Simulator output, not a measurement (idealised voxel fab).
A process module follows: voxel capacitor over wiring.
cross-section cut | 165 nm wide | cells 5 nm
Reading order for cross-sections: top band down to bottom band. Underlying form: a grid of square cells. Band size: one or more rows of cells.
Band: top height; bottom height; in nm. Then, left to right: material with width in nm, for each material. "throughout": a single material spanning edge to edge. "air": empty space.
All heights in this document are referenced to 0, defined as the level beneath which the wafer, as received, consists entirely of one material. The lowest band is not bounded below; it extends indefinitely downward and is written in the form "top 0, no bottom".
The notation "30->40" denotes a width that varies across the rows of cells in the band, beginning at the first number in the top row, finishing at the second number in the bottom row, and changing by an identical amount from each row to the next.
You'll sometimes find "changes: none" written for a step, and that's the way of saying that nowhere in the cross-section did a cell change during that step.
Empty spaces without an open route to the top, at least 8 cells in extent, make up the entry "Catalogued sealed voids"; each is given as width x height at distance, where the distance is measured from the left edge, and all are in nm.
That trailing text on a step's line, after the settings, is the simulator's own remark on the step.
A step's line can hold "overlay nm"; with a mask on that step, the setting says how far right of the planned place the mask lay, while a negative setting says it lay to the left.

[Below is the list of planned process steps]
1,RECEIVE, material Si
2,CONFORMAL_DEP, material SiO2, thk nm 10
3,DIRECTIONAL_DEP, material TiN, thk nm 5
4,DIRECTIONAL_DEP, material W, thk nm 15
5,MASKED_ETCH, tone cover, mask id METAL_1, width nm 30, pitch nm 95, etch materials W, depth nm 15, overlay nm 0
6,MASKED_ETCH, tone cover, mask id METAL_1, width nm 30, pitch nm 95, etch materials TiN, depth nm 5, overlay nm 0
7,FILL_DEP, material lowk, thk nm 10
8,CMP, height nm 30
9,CONFORMAL_DEP, material SiCN, thk nm 5
10,DIRECTIONAL_DEP, material SiO2, thk nm 20
11,PATTERN, tone open, mask id PLUG_1, material resist, width nm 15, thk nm 15, overlay nm 0
12,DIRECTIONAL_ETCH, etch materials SiO2, depth nm 20
13,DIRECTIONAL_ETCH, etch materials SiCN, depth nm 5
14,STRIP, etch materials resist
15,CONFORMAL_DEP, material TiN, thk nm 5
16,FILL_DEP, material W, thk nm 5
17,CMP, height nm 55
18,DIRECTIONAL_DEP, material TiN, thk nm 10
19,DIRECTIONAL_DEP, material SiN, thk nm 5
20,DIRECTIONAL_DEP, material TiN, thk nm 5
21,DIRECTIONAL_DEP, material aC, thk nm 10
22,PATTERN, tone cover, mask id UPPER_PLATE, material resist, width nm 70, thk nm 30, overlay nm 0
23,DIRECTIONAL_ETCH, etch materials aC, depth nm 10
24,STRIP, etch materials resist
25,DIRECTIONAL_ETCH, etch materials TiN, depth nm 5
26,DIRECTIONAL_ETCH, etch materials SiN, depth nm 5
27,STRIP, etch materials aC
28,PATTERN, tone cover, mask id LOWER_PLATE, material resist, width nm 80, thk nm 15, overlay nm 0
29,DIRECTIONAL_ETCH, etch materials TiN, depth nm 10
30,STRIP, etch materials resist
31,FILL_DEP, material SiO2, thk nm 20
32,CMP, height nm 90
33,MASKED_ETCH, tone open, mask id PLUG_2, width nm 15, etch materials SiO2, depth nm 15, overlay nm 0
34,CONFORMAL_DEP, material TiN, thk nm 5
35,FILL_DEP, material Ru, thk nm 5
36,CMP, height nm 90
37,CONFORMAL_DEP, material SiN, thk nm 5

[Here's what the wafer looked like in cross-section when it arrived - that's after step 1]
> top 0, no bottom | Si throughout
> Catalogued sealed voids: none

[First of two wafers at the end of the module, shown in cross-section; run carried out as planned]
> top 95, bottom 90 | SiN throughout
> top 90, bottom 80 | 45 SiO2, then 5 TiN, then 5 Ru, then 5 TiN, then 105 SiO2
> top 80, bottom 70 | 45->35 SiO2, then 15->70 TiN, then 105->60 SiO2
> top 70, bottom 65 | 35 SiO2, then 70 SiN, then 60 SiO2
> top 65, bottom 55 | 30 SiO2, then 80 TiN, then 55 SiO2
> top 55, bottom 35 | 35 SiO2, then 5 TiN, then 5 W, then 5 TiN, then 115 SiO2
> top 35, bottom 30 | 35 SiCN, then 15 TiN, then 115 SiCN
> top 30, bottom 15 | 20 lowk, then 30 W, then 65 lowk, then 30 W, then 20 lowk
> top 15, bottom 10 | 20 lowk, then 30 TiN, then 65 lowk, then 30 TiN, then 20 lowk
> top 10, bottom 0 | SiO2 throughout
> top 0, no bottom | Si throughout
> Catalogued sealed voids: none

[Module end: cross-section of wafer two of two. Same start and process plan as the first wafer. One mistake during execution]
> top 105, bottom 90 | SiN throughout
> top 90, bottom 80 | 45 SiO2, then 5 TiN, then 5 Ru, then 5 TiN, then 105 SiO2
> top 80, bottom 70 | 45->35 SiO2, then 15->70 TiN, then 105->60 SiO2
> top 70, bottom 65 | 35 SiO2, then 70 SiN, then 60 SiO2
> top 65, bottom 55 | 30 SiO2, then 80 TiN, then 55 SiO2
> top 55, bottom 35 | 35 SiO2, then 5 TiN, then 5 W, then 5 TiN, then 115 SiO2
> top 35, bottom 30 | 35 SiCN, then 15 TiN, then 115 SiCN
> top 30, bottom 15 | 20 lowk, then 30 W, then 65 lowk, then 30 W, then 20 lowk
> top 15, bottom 10 | 20 lowk, then 30 TiN, then 65 lowk, then 30 TiN, then 20 lowk
> top 10, bottom 0 | SiO2 throughout
> top 0, no bottom | Si throughout
> Catalogued sealed voids: none
The plan and the run diverged here: step 37 ran as: CONFORMAL_DEP, material SiN, thk nm 15
In the final state, the cell counts of the second wafer exceed or fall short of those of the first for the following materials: SiN +66
